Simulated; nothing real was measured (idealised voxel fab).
process module | voxel gate over fins
cross-section cut | 255 nm wide | cells 5 nm
A cross-section is a grid of square cells, given in bands from the top down. A band is one or more rows of cells.
Each band's line starts with the height of the band's top and of its bottom, in nm. Then come its materials from left to right, each with its width in nm. One material with "throughout" fills the band from edge to edge. "air" is empty space.
Height 0 is the level under which the wafer as received is all one material. The lowest band goes on downwards, as in "0 down".
A width such as "30 to 40" changes by the same amount from each row of cells to the next, from the band's top row to its bottom row.
"no change" after a step means that no cell of the cross-section changed.
closed voids: empty space of 8 cells or more with no open way to the top, each as width x height at its distance from the left edge, in nm
after a step's settings: what the simulator itself notes on the step
overlay nm, on a step with a mask: how far to the right of its planned place the mask lay; to the left if negative
plan
1 op RECEIVE | material Si
2 op CONFORMAL_DEP | material SiN | thk nm 5
3 op MASKED_ETCH | tone cover | mask id FINS | width nm 15 | pitch nm 50 | etch materials SiN | depth nm 5 | overlay nm 0
4 op MASKED_ETCH | tone cover | mask id FINS | width nm 15 | pitch nm 50 | etch materials Si | depth nm 30 | overlay nm 0
5 op FILL_DEP | material SiO2 | thk nm 10
6 op CMP | height nm 5
7 op MASKED_ETCH | tone open | mask id RAIL | width nm 15 | etch materials SiO2 | depth nm 30 | overlay nm 0
8 op CONFORMAL_DEP | material TiN | thk nm 5
9 op FILL_DEP | material Ru | thk nm 5
10 op CMP | height nm 5
11 op SELECTIVE_ETCH | etch materials W Ru TiN | depth nm 20
12 op FILL_DEP | material SiO2 | thk nm 5
13 op CMP | height nm 5
14 op SELECTIVE_ETCH | etch materials SiO2 | depth nm 15
15 op STRIP | etch materials SiN
16 op CONFORMAL_DEP | material HfO2 | thk nm 5
17 op CONFORMAL_DEP | material TiN | thk nm 5
18 op CONFORMAL_DEP | material TiAl | thk nm 5
19 op CONFORMAL_DEP | material TiN | thk nm 5
20 op FILL_DEP | material W | thk nm 10
21 op CMP | height nm 25
22 op CONFORMAL_DEP | material SiCN | thk nm 5
varied across the wafers: thk nm of step 18. The plan shows the first wafer's value. All wafers start alike
first wafer as received, after step 1
  0 down: Si throughout
  closed voids: none
first wafer at the end, after step 22
  30 to 25: SiCN throughout
  25 to 20: W throughout
  20 to 15: W 50 | TiN 155 | W 50
  15 to 10: W 50 | TiN 5 | TiAl 45 | TiN 5 | TiAl 45 | TiN 5 | TiAl 45 | TiN 5 | W 50
  10 to 5: TiN 55 | TiAl 5 | TiN 35 | TiAl 5 | TiN 5 | TiAl 5 | TiN 35 | TiAl 5 | TiN 5 | TiAl 5 | TiN 35 | TiAl 5 | TiN 55
  5 to 0: TiAl 60 | TiN 5 | HfO2 25 | TiN 5 | TiAl 15 | TiN 5 | HfO2 25 | TiN 5 | TiAl 15 | TiN 5 | HfO2 25 | TiN 5 | TiAl 60
  0 to -5: TiN 65 | HfO2 5 | Si 15 | HfO2 5 | TiN 25 | HfO2 5 | Si 15 | HfO2 5 | TiN 25 | HfO2 5 | Si 15 | HfO2 5 | TiN 65
  -5 to -10: HfO2 70 | Si 15 | HfO2 35 | Si 15 | HfO2 35 | Si 15 | HfO2 70
  -10 to -15: SiO2 70 | Si 15 | SiO2 35 | Si 15 | SiO2 35 | Si 15 | SiO2 70
  -15 to -20: SiO2 70 | Si 15 | SiO2 10 | TiN 5 | Ru 5 | TiN 5 | SiO2 10 | Si 15 | SiO2 35 | Si 15 | SiO2 70
  -20 to -25: SiO2 70 | Si 15 | SiO2 10 | TiN 15 | SiO2 10 | Si 15 | SiO2 35 | Si 15 | SiO2 70
  -25 to -30: SiO2 70 | Si 15 | SiO2 35 | Si 15 | SiO2 35 | Si 15 | SiO2 70
  -30 down: Si throughout
  closed voids: none
last wafer at the end
  30 to 25: SiCN throughout
  25 to 20: TiN 40 | TiAl 175 | TiN 40
  20 to 10: TiAl throughout
  10 to 5: TiAl 60 | TiN 35 | TiAl 15 | TiN 35 | TiAl 15 | TiN 35 | TiAl 60
  5 to 0: TiAl 60 | TiN 5 | HfO2 25 | TiN 5 | TiAl 15 | TiN 5 | HfO2 25 | TiN 5 | TiAl 15 | TiN 5 | HfO2 25 | TiN 5 | TiAl 60
  0 to -5: TiN 65 | HfO2 5 | Si 15 | HfO2 5 | TiN 25 | HfO2 5 | Si 15 | HfO2 5 | TiN 25 | HfO2 5 | Si 15 | HfO2 5 | TiN 65
  -5 to -10: HfO2 70 | Si 15 | HfO2 35 | Si 15 | HfO2 35 | Si 15 | HfO2 70
  -10 to -15: SiO2 70 | Si 15 | SiO2 35 | Si 15 | SiO2 35 | Si 15 | SiO2 70
  -15 to -20: SiO2 70 | Si 15 | SiO2 10 | TiN 5 | Ru 5 | TiN 5 | SiO2 10 | Si 15 | SiO2 35 | Si 15 | SiO2 70
  -20 to -25: SiO2 70 | Si 15 | SiO2 10 | TiN 15 | SiO2 10 | Si 15 | SiO2 35 | Si 15 | SiO2 70
  -25 to -30: SiO2 70 | Si 15 | SiO2 35 | Si 15 | SiO2 35 | Si 15 | SiO2 70
  -30 down: Si throughout
  closed voids: none
each wafer at the end: cells of each material gained (+) or lost (-) since it was received, then its closed voids
thk nm 5 | +63 HfO2 | +1 Ru | -252 Si | +51 SiCN | +162 SiO2 | +63 TiAl | +127 TiN | +91 W | closed voids: none
thk nm 10 | +63 HfO2 | +1 Ru | -252 Si | +51 SiCN | +162 SiO2 | +122 TiAl | +123 TiN | +36 W | closed voids: none
thk nm 15 | +63 HfO2 | +1 Ru | -252 Si | +51 SiCN | +162 SiO2 | +177 TiAl | +88 TiN | +16 W | closed voids: none
thk nm 20 | +63 HfO2 | +1 Ru | -252 Si | +51 SiCN | +162 SiO2 | +197 TiAl | +84 TiN | closed voids: none
